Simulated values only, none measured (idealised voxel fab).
Herein follows the process module entitled voxel air gaps.
This is section cut - it's 175 nm across, gridded in 5 nm square cells.
Heads up, the way a cross-section reads in here is a grid of square cells, handed over as bands from the top down, with every band being one or more rows of cells.
Band: top and bottom heights (nm) first, top before bottom; then materials from left to right, widths in nm. "edge to edge" marks a sole material filling the band edge to edge. "empty" denotes empty space.
It should be noted that heights are counted from 0, beneath which the wafer as supplied is of one material throughout, and that the lowest band possesses no lower boundary but continues downward, as written in "top 0, no bottom".
Width spec "30 to 40" -> top row of cells at first value, bottom row at second value, equal per-row change in between.
Given "no modification" for a step, no cell of the cross-section differs between before and after that step.
What "Trapped void list" gives you is every empty space of 8 cells or more that is cut off from the top. Each appears as width x height at distance, with the distance taken from the left edge and width, height and distance all in nm.
Formally, on a step line, whatever follows the settings is a remark that the simulator itself makes on the step.
overlay nm: mask right of planned place by this much (step with mask). Neg. = left.

Here's what the planned process steps look like
1. RECEIVE [material Si]
2. CONFORMAL_DEP [material SiO2] [thk nm 15]
3. CONFORMAL_DEP [material SiCN] [thk nm 5]
4. DIRECTIONAL_DEP [material SiO2] [thk nm 30]
5. DIRECTIONAL_DEP [material aC] [thk nm 15]
6. PATTERN [tone open] [mask id LINES] [material resist] [width nm 25] [pitch nm 50] [thk nm 35] [overlay nm 0]
7. DIRECTIONAL_ETCH [etch materials aC] [depth nm 15]
8. STRIP [etch materials resist]
9. DIRECTIONAL_ETCH [etch materials SiO2] [depth nm 30]
10. STRIP [etch materials aC]
11. CONFORMAL_DEP [material TiN] [thk nm 5]
12. FILL_DEP [material Cu] [thk nm 10]
13. CMP [height nm 50]
14. EPI [material Ru] [thk nm 10]
15. SELECTIVE_ETCH [etch materials SiO2] [depth nm 40]
16. CONFORMAL_DEP [material SiCN] [thk nm 5]

Cross-section of the wafer at receipt, which is the condition after step 1
* top 0, no bottom: Si edge to edge
* Trapped void list: none

This is how the wafer looks in cross-section once the module is done, given the starting state and plan above and one mistake in carrying the plan out
* top 65, bottom 60: SiCN edge to edge
* top 60, bottom 50: 35 nm Ru, 5 nm SiCN, 45 nm Ru, 5 nm SiCN, 45 nm Ru, 5 nm SiCN, 35 nm Ru
* top 50, bottom 45: 20 nm Cu, 5 nm TiN, 25 nm SiCN, 5 nm TiN, 15 nm Cu, 5 nm TiN, 25 nm SiCN, 5 nm TiN, 15 nm Cu, 5 nm TiN, 25 nm SiCN, 5 nm TiN, 20 nm Cu
* top 45, bottom 25: 20 nm Cu, 5 nm TiN, 5 nm SiCN, 15 nm empty, 5 nm SiCN, 5 nm TiN, 15 nm Cu, 5 nm TiN, 5 nm SiCN, 15 nm empty, 5 nm SiCN, 5 nm TiN, 15 nm Cu, 5 nm TiN, 5 nm SiCN, 15 nm empty, 5 nm SiCN, 5 nm TiN, 20 nm Cu
* top 25, bottom 20: 25 nm TiN, 25 nm SiCN, 25 nm TiN, 25 nm SiCN, 25 nm TiN, 25 nm SiCN, 25 nm TiN
* top 20, bottom 15: SiCN edge to edge
* top 15, bottom 0: SiO2 edge to edge
* top 0, no bottom: Si edge to edge
* Trapped void list: 15 x 20 at 30; 15 x 20 at 80; 15 x 20 at 130
Heads up, the wafer didn't run the way we planned it: rather than as planned, step 6 actually ran as PATTERN [tone cover] [mask id LINES] [material resist] [width nm 25] [pitch nm 50] [thk nm 35] [overlay nm 0]
